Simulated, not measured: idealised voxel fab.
Presented below is a process module, voxel gate over fins.
We display cut, a cross-section 145 nm in width whose square cells are each 5 nm.
In this document a cross-section is written as a grid of square cells. It is given as a series of bands, listed from the top down, and a band is one or more rows of cells.
Top, bottom (nm), then materials left to right with widths (nm); lone material tagged "throughout" fills the whole band edge to edge; "blank" = empty space.
Note: height 0 marks the level under which the wafer is uniformly one material as received. Lowest band unbounded below, written "0 nm and below".
Read "30..40" as a graded width: first number on top, second number at the bottom, same change between each pair of neighbouring rows.
Any step labelled "all unchanged" changed none of the cells in the cross-section.
In "Closed void register" the enclosed voids are listed, meaning empty spaces of 8 cells or larger without any opening to the top. The form is width x height at distance, distance from the left edge, units nm.
If you see something after the settings on a step's line, that's the simulator's own remark about that step.
"overlay nm", when on a step's line for a step with a mask, measures how far to the right of its planned place the mask lay; a negative measure means to the left.
# This section lists the process steps that were planned
1,op RECEIVE | material Si
2,op CONFORMAL_DEP | material SiN | thk nm 5
3,op PATTERN | tone cover | mask id FINS | material resist | width nm 15 | pitch nm 35 | thk nm 20 | overlay nm 0
4,op DIRECTIONAL_ETCH | etch materials SiN | depth nm 5
5,op DIRECTIONAL_ETCH | etch materials Si | depth nm 30
6,op STRIP | etch materials resist
7,op OXIDIZE | depth nm 5
8,op FILL_DEP | material SiO2 | thk nm 15
9,op CMP | height nm 5
10,op SELECTIVE_ETCH | etch materials SiO2 | depth nm 15
11,op STRIP | etch materials SiN
12,op CONFORMAL_DEP | material HfO2 | thk nm 5
13,op CONFORMAL_DEP | material TiN | thk nm 5
14,op FILL_DEP | material W | thk nm 15
15,op CMP | height nm 20
16,op CONFORMAL_DEP | material SiN | thk nm 5
# First wafer out of two, processed as planned
# Step 1 complete: cross-section of the wafer as received
0 nm and below | Si throughout
Closed void register: none
# Cross-sectional representation of the wafer at the conclusion of step 2
5 nm to 0 nm | SiN throughout
Everything below 0 is unchanged.
# Cross-sectional representation of the wafer at the conclusion of step 3
25 nm to 5 nm | blank=30, then resist=15, then blank=20, then resist=15, then blank=20, then resist=15, then blank=30
Everything below 5 is unchanged.
# Cross-sectional representation of the wafer at the conclusion of step 4
25 nm to 5 nm | blank=30, then resist=15, then blank=20, then resist=15, then blank=20, then resist=15, then blank=30
5 nm to 0 nm | blank=30, then SiN=15, then blank=20, then SiN=15, then blank=20, then SiN=15, then blank=30
Everything below 0 is unchanged.
# Cross-sectional representation of the wafer at the conclusion of step 5
25 nm to 5 nm | blank=30, then resist=15, then blank=20, then resist=15, then blank=20, then resist=15, then blank=30
5 nm to 0 nm | blank=30, then SiN=15, then blank=20, then SiN=15, then blank=20, then SiN=15, then blank=30
0 nm to -30 nm | blank=30, then Si=15, then blank=20, then Si=15, then blank=20, then Si=15, then blank=30
Everything below -30 is unchanged.
# Cross-sectional representation of the wafer at the conclusion of step 6
5 nm to 0 nm | blank=30, then SiN=15, then blank=20, then SiN=15, then blank=20, then SiN=15, then blank=30
Everything below 0 is unchanged.
# Cross-sectional representation of the wafer at the conclusion of step 7
5 nm to 0 nm | blank=30, then SiN=15, then blank=20, then SiN=15, then blank=20, then SiN=15, then blank=30
0 nm to -30 nm | blank=30, then SiO2=5, then Si=5, then SiO2=5, then blank=20, then SiO2=5, then Si=5, then SiO2=5, then blank=20, then SiO2=5, then Si=5, then SiO2=5, then blank=30
-30 nm to -35 nm | SiO2=35, then Si=5, then SiO2=30, then Si=5, then SiO2=30, then Si=5, then SiO2=35
Everything below -35 is unchanged.
# Cross-sectional representation of the wafer at the conclusion of step 8
20 nm to 5 nm | SiO2 throughout
5 nm to 0 nm | SiO2=30, then SiN=15, then SiO2=20, then SiN=15, then SiO2=20, then SiN=15, then SiO2=30
0 nm to -35 nm | SiO2=35, then Si=5, then SiO2=30, then Si=5, then SiO2=30, then Si=5, then SiO2=35
Everything below -35 is unchanged.
# Cross-sectional representation of the wafer at the conclusion of step 9
5 nm to 0 nm | SiO2=30, then SiN=15, then SiO2=20, then SiN=15, then SiO2=20, then SiN=15, then SiO2=30
Everything below 0 is unchanged.
# Cross-sectional representation of the wafer at the conclusion of step 10
5 nm to 0 nm | blank=30, then SiN=15, then blank=20, then SiN=15, then blank=20, then SiN=15, then blank=30
0 nm to -10 nm | blank=35, then Si=5, then blank=30, then Si=5, then blank=30, then Si=5, then blank=35
Everything below -10 is unchanged.
# Cross-sectional representation of the wafer at the conclusion of step 11
0 nm to -10 nm | blank=35, then Si=5, then blank=30, then Si=5, then blank=30, then Si=5, then blank=35
Everything below -10 is unchanged.
# Cross-sectional representation of the wafer at the conclusion of step 12
5 nm to 0 nm | blank=30, then HfO2=15, then blank=20, then HfO2=15, then blank=20, then HfO2=15, then blank=30
0 nm to -5 nm | blank=30, then HfO2=5, then Si=5, then HfO2=5, then blank=20, then HfO2=5, then Si=5, then HfO2=5, then blank=20, then HfO2=5, then Si=5, then HfO2=5, then blank=30
-5 nm to -10 nm | HfO2=35, then Si=5, then HfO2=30, then Si=5, then HfO2=30, then Si=5, then HfO2=35
Everything below -10 is unchanged.
# Cross-sectional representation of the wafer at the conclusion of step 13
10 nm to 5 nm | blank=25, then TiN=25, then blank=10, then TiN=25, then blank=10, then TiN=25, then blank=25
5 nm to 0 nm | blank=25, then TiN=5, then HfO2=15, then TiN=5, then blank=10, then TiN=5, then HfO2=15, then TiN=5, then blank=10, then TiN=5, then HfO2=15, then TiN=5, then blank=25
0 nm to -5 nm | TiN=30, then HfO2=5, then Si=5, then HfO2=5, then TiN=20, then HfO2=5, then Si=5, then HfO2=5, then TiN=20, then HfO2=5, then Si=5, then HfO2=5, then TiN=30
Everything below -5 is unchanged.
# Cross-sectional representation of the wafer at the conclusion of step 14
25 nm to 10 nm | W throughout
10 nm to 5 nm | W=25, then TiN=25, then W=10, then TiN=25, then W=10, then TiN=25, then W=25
5 nm to 0 nm | W=25, then TiN=5, then HfO2=15, then TiN=5, then W=10, then TiN=5, then HfO2=15, then TiN=5, then W=10, then TiN=5, then HfO2=15, then TiN=5, then W=25
Everything below 0 is unchanged.
# Cross-sectional representation of the wafer at the conclusion of step 15
20 nm to 10 nm | W throughout
Everything below 10 is unchanged.
# Cross-sectional representation of the wafer at the conclusion of step 16
25 nm to 20 nm | SiN throughout
Everything below 20 is unchanged.
# Second Wafer (Identical Start and Plan, One Processing Error; Matches First Wafer Through Step 2)
# Cross-sectional representation of the second wafer at the time designated in the plan for the completion of step 3
25 nm to 5 nm | blank=40, then resist=15, then blank=20, then resist=15, then blank=20, then resist=15, then blank=20
Everything below 5 is unchanged.
# Cross-sectional representation of the second wafer at the time designated in the plan for the completion of step 4
25 nm to 5 nm | blank=40, then resist=15, then blank=20, then resist=15, then blank=20, then resist=15, then blank=20
5 nm to 0 nm | blank=40, then SiN=15, then blank=20, then SiN=15, then blank=20, then SiN=15, then blank=20
Everything below 0 is unchanged.
# Cross-sectional representation of the second wafer at the time designated in the plan for the completion of step 5
25 nm to 5 nm | blank=40, then resist=15, then blank=20, then resist=15, then blank=20, then resist=15, then blank=20
5 nm to 0 nm | blank=40, then SiN=15, then blank=20, then SiN=15, then blank=20, then SiN=15, then blank=20
0 nm to -30 nm | blank=40, then Si=15, then blank=20, then Si=15, then blank=20, then Si=15, then blank=20
Everything below -30 is unchanged.
# Cross-sectional representation of the second wafer at the time designated in the plan for the completion of step 6
5 nm to 0 nm | blank=40, then SiN=15, then blank=20, then SiN=15, then blank=20, then SiN=15, then blank=20
Everything below 0 is unchanged.
# Cross-sectional representation of the second wafer at the time designated in the plan for the completion of step 7
5 nm to 0 nm | blank=40, then SiN=15, then blank=20, then SiN=15, then blank=20, then SiN=15, then blank=20
0 nm to -30 nm | blank=40, then SiO2=5, then Si=5, then SiO2=5, then blank=20, then SiO2=5, then Si=5, then SiO2=5, then blank=20, then SiO2=5, then Si=5, then SiO2=5, then blank=20
-30 nm to -35 nm | SiO2=45, then Si=5, then SiO2=30, then Si=5, then SiO2=30, then Si=5, then SiO2=25
Everything below -35 is unchanged.
# Cross-sectional representation of the second wafer at the time designated in the plan for the completion of step 8
20 nm to 5 nm | SiO2 throughout
5 nm to 0 nm | SiO2=40, then SiN=15, then SiO2=20, then SiN=15, then SiO2=20, then SiN=15, then SiO2=20
0 nm to -35 nm | SiO2=45, then Si=5, then SiO2=30, then Si=5, then SiO2=30, then Si=5, then SiO2=25
Everything below -35 is unchanged.
# Cross-sectional representation of the second wafer at the time designated in the plan for the completion of step 9
5 nm to 0 nm | SiO2=40, then SiN=15, then SiO2=20, then SiN=15, then SiO2=20, then SiN=15, then SiO2=20
Everything below 0 is unchanged.
# Cross-sectional representation of the second wafer at the time designated in the plan for the completion of step 10
5 nm to 0 nm | blank=40, then SiN=15, then blank=20, then SiN=15, then blank=20, then SiN=15, then blank=20
0 nm to -10 nm | blank=45, then Si=5, then blank=30, then Si=5, then blank=30, then Si=5, then blank=25
Everything below -10 is unchanged.
# Cross-sectional representation of the second wafer at the time designated in the plan for the completion of step 11
0 nm to -10 nm | blank=45, then Si=5, then blank=30, then Si=5, then blank=30, then Si=5, then blank=25
Everything below -10 is unchanged.
# Cross-sectional representation of the second wafer at the time designated in the plan for the completion of step 12
5 nm to 0 nm | blank=40, then HfO2=15, then blank=20, then HfO2=15, then blank=20, then HfO2=15, then blank=20
0 nm to -5 nm | blank=40, then HfO2=5, then Si=5, then HfO2=5, then blank=20, then HfO2=5, then Si=5, then HfO2=5, then blank=20, then HfO2=5, then Si=5, then HfO2=5, then blank=20
-5 nm to -10 nm | HfO2=45, then Si=5, then HfO2=30, then Si=5, then HfO2=30, then Si=5, then HfO2=25
Everything below -10 is unchanged.
# Cross-sectional representation of the second wafer at the time designated in the plan for the completion of step 13
10 nm to 5 nm | blank=35, then TiN=25, then blank=10, then TiN=25, then blank=10, then TiN=25, then blank=15
5 nm to 0 nm | blank=35, then TiN=5, then HfO2=15, then TiN=5, then blank=10, then TiN=5, then HfO2=15, then TiN=5, then blank=10, then TiN=5, then HfO2=15, then TiN=5, then blank=15
0 nm to -5 nm | TiN=40, then HfO2=5, then Si=5, then HfO2=5, then TiN=20, then HfO2=5, then Si=5, then HfO2=5, then TiN=20, then HfO2=5, then Si=5, then HfO2=5, then TiN=20
Everything below -5 is unchanged.
# Cross-sectional representation of the second wafer at the time designated in the plan for the completion of step 14
25 nm to 10 nm | W throughout
10 nm to 5 nm | W=35, then TiN=25, then W=10, then TiN=25, then W=10, then TiN=25, then W=15
5 nm to 0 nm | W=35, then TiN=5, then HfO2=15, then TiN=5, then W=10, then TiN=5, then HfO2=15, then TiN=5, then W=10, then TiN=5, then HfO2=15, then TiN=5, then W=15
Everything below 0 is unchanged.
# Cross-sectional representation of the second wafer at the time designated in the plan for the completion of step 15
20 nm to 10 nm | W throughout
Everything below 10 is unchanged.
# Cross-sectional representation of the second wafer at the time designated in the plan for the completion of step 16
25 nm to 20 nm | SiN throughout
Everything below 20 is unchanged.
Deviation from plan: step 3 was run on a setting that differed from the plan, and what really ran there is op PATTERN | tone cover | mask id FINS | material resist | width nm 15 | pitch nm 35 | thk nm 20 | overlay nm 10
At the end, each material covers as many cells on the second wafer as it does on the first, though the cells it covers are elsewhere.
